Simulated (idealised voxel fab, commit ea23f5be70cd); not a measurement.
The following process module bears the name voxel double patterning.
260 nm wide, 5 nm square cells: that's cross-section cut.
Cross-sections here: square-cell grids, written as top-down lists of bands, a band being one or more rows of cells.
Band: top height; bottom height; in nm. Then, left to right: material with width in nm, for each material. "full width": a single material spanning edge to edge. "air": empty space.
Counting heights begins at 0, where everything beneath is, in the wafer as received, one material. The lowest band has no bottom; it goes on downwards, as "z 0 and below" shows.
Note: "30..40" means the width goes from the first number (top row of the band) to the second number (bottom row) in equal steps per row of cells.
Step marked "remains unaltered"? Then no cell in the cross-section changed in it.
"Closed void list": empty spaces of 8 cells or more with no open way to the top, each given as width x height at distance, distance from the left edge, all in nm.
Past the settings on a step's line: simulator remark, on that step.
The setting "overlay nm" may be written on the line of a step. When the step uses a mask, the value reports how far to the right of the planned place the mask lay, and a negative value reports that it lay to the left.
[Steps in the process plan]
1 RECEIVE,material Si
2 CONFORMAL_DEP,material SiO2,thk nm 10
3 DIRECTIONAL_DEP,material TiN,thk nm 15
4 DIRECTIONAL_DEP,material SiCN,thk nm 5
5 MASKED_ETCH,tone open,mask id FIRST,width nm 15,pitch nm 50,etch materials SiCN,depth nm 5,overlay nm 0
6 DIRECTIONAL_DEP,material aC,thk nm 15
7 PATTERN,tone open,mask id SECOND,material resist,width nm 15,pitch nm 50,thk nm 35,overlay nm 0
8 DIRECTIONAL_ETCH,etch materials aC,depth nm 15
9 STRIP,etch materials resist
10 DIRECTIONAL_ETCH,etch materials SiCN,depth nm 5
11 STRIP,etch materials aC
12 DIRECTIONAL_ETCH,etch materials TiN,depth nm 15
13 STRIP,etch materials SiCN
[Wafer as received: cross-section following step 1]
> z 0 and below: Si full width
> Closed void list: none
[What the wafer looks like in cross-section after this module, when it starts as shown above and follows the plan above but one mistake is made in running it]
> z 25 to 10: TiN 60 nm, air 15 nm, TiN 20 nm, air 30 nm, TiN 20 nm, air 30 nm, TiN 85 nm
> z 10 to 0: SiO2 full width
> z 0 and below: Si full width
> Closed void list: none
What went wrong in running the wafer? step 5 ran as: MASKED_ETCH,tone open,mask id FIRST,width nm 15,pitch nm 50,etch materials SiCN,depth nm 5,overlay nm -10
